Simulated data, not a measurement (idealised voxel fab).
The process module that follows is named voxel gate over fins.
295 nm wide, 5 nm square cells: that's cross-section cut.
Each cross-section below is a grid of square cells, stated as bands in top-down order, with one or more rows of cells making up each band. This entry defines a band. It first specifies the height of the band's top and the height of its bottom in nm, and then specifies the band's materials from left to right, stating each material with its width in nm. The word "throughout" identifies a single material that fills the band from edge to edge, while the word "blank" identifies empty space. Beneath 0, the wafer as received is one material, and that level is where height counting begins. The lowest band goes on downward without a bottom; it is written like "0 down". A width such as "30 to 40" changes by the same amount from each row of cells to the next, from the band's top row to its bottom row. "no change" means the step left every cell of the cross-section as it was. Listed in "Internal closed voids": every empty space of 8 or more cells without an open way to the top. Form: width x height at distance, the distance being from the left edge, all in nm. Anything after a step's settings on that line? It's the simulator's own note about the step. overlay nm: mask offset rightward from planned place, masked step; negative means leftward offset.
Process steps (planned)
1,RECEIVE with material Si
2,CONFORMAL_DEP with material SiN, thk nm 10
3,DIRECTIONAL_DEP with material aC, thk nm 15
4,PATTERN with tone cover, mask id FINS, material resist, width nm 15, pitch nm 35, thk nm 35, overlay nm 0
5,DIRECTIONAL_ETCH with etch materials aC, depth nm 15
6,STRIP with etch materials resist
7,DIRECTIONAL_ETCH with etch materials SiN, depth nm 10
8,DIRECTIONAL_ETCH with etch materials Si, depth nm 40
9,STRIP with etch materials aC
10,FILL_DEP with material SiO2, thk nm 10
11,CMP with height nm 10
12,SELECTIVE_ETCH with etch materials SiO2, depth nm 20
13,STRIP with etch materials SiN
14,CONFORMAL_DEP with material HfO2, thk nm 5
15,CONFORMAL_DEP with material TiN, thk nm 5
16,CONFORMAL_DEP with material TiAl, thk nm 5
17,CONFORMAL_DEP with material TiN, thk nm 5
18,FILL_DEP with material W, thk nm 15
19,CMP with height nm 20
20,CONFORMAL_DEP with material SiCN, thk nm 5
The wafers in this document start out alike and differ in the height nm applied at step 19; the plan shows the value used for the first wafer.
Cross-sectional view of the first of several wafers in the as-received condition, corresponding to the state following step 1
- 0 down | Si throughout
- Internal closed voids: none
Quick key for the table: a row per wafer, taken at the end of the module. For each material it tells you how many cells the wafer gained (+) or lost (-) since it came in, and the closed voids come after
height nm 20; +67 HfO2; -424 Si; +59 SiCN; +318 SiO2; +63 TiAl; +130 TiN; +82 W; Internal closed voids: none
height nm 25; +67 HfO2; -424 Si; +59 SiCN; +318 SiO2; +63 TiAl; +130 TiN; +141 W; Internal closed voids: none
height nm 30; +67 HfO2; -424 Si; +59 SiCN; +318 SiO2; +63 TiAl; +130 TiN; +200 W; Internal closed voids: none
height nm 35; +67 HfO2; -424 Si; +59 SiCN; +318 SiO2; +63 TiAl; +130 TiN; +259 W; Internal closed voids: none
